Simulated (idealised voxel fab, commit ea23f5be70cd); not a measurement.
process module | voxel plated lines
cross-section cut | 290 nm wide | cells 5 nm
A cross-section is a grid of square cells, given in bands from the top down. A band is one or more rows of cells.
Each band's line starts with the height of the band's top and of its bottom, in nm. Then come its materials from left to right, each with its width in nm. One material with "throughout" fills the band from edge to edge. "air" is empty space.
Height 0 is the level under which the wafer as received is all one material. The lowest band goes on downwards, as in "0 down".
A width such as "30 to 40" changes by the same amount from each row of cells to the next, from the band's top row to its bottom row.
"no change" after a step means that no cell of the cross-section changed.
closed voids: empty space of 8 cells or more with no open way to the top, each as width x height at its distance from the left edge, in nm
after a step's settings: what the simulator itself notes on the step
overlay nm, on a step with a mask: how far to the right of its planned place the mask lay; to the left if negative
plan
1 op RECEIVE | material Si
2 op CONFORMAL_DEP | material Al2O3 | thk nm 5
3 op DIRECTIONAL_DEP | material TiN | thk nm 5
4 op PATTERN | tone open | mask id LINES | material resist | width nm 30 | pitch nm 55 | thk nm 35 | overlay nm 0
5 op EPI | material Ru | thk nm 10
6 op EPI | material Ru | thk nm 5
7 op EPI | material Ru | thk nm 10
8 op STRIP | etch materials resist
9 op DIRECTIONAL_ETCH | etch materials TiN | depth nm 5
10 op CONFORMAL_DEP | material SiCN | thk nm 10
as received, after step 1
  0 down: Si throughout
  closed voids: none
a wafer at the end: this start, this plan, one mistake
  45 to 35: air 25 | SiCN 50 | air 5 | SiCN 50 | air 5 | SiCN 50 | air 5 | SiCN 50 | air 50
  35 to 15: air 25 | SiCN 10 | Ru 30 | SiCN 10 | air 5 | SiCN 10 | Ru 30 | SiCN 10 | air 5 | SiCN 10 | Ru 30 | SiCN 10 | air 5 | SiCN 10 | Ru 30 | SiCN 10 | air 50
  15 to 10: SiCN 35 | Ru 30 | SiCN 25 | Ru 30 | SiCN 25 | Ru 30 | SiCN 25 | Ru 30 | SiCN 60
  10 to 5: SiCN 35 | TiN 30 | SiCN 25 | TiN 30 | SiCN 25 | TiN 30 | SiCN 25 | TiN 30 | SiCN 60
  5 to 0: Al2O3 throughout
  0 down: Si throughout
  closed voids: none
what went wrong: step 4 ran as: op PATTERN | tone open | mask id LINES | material resist | width nm 30 | pitch nm 55 | thk nm 35 | overlay nm -10
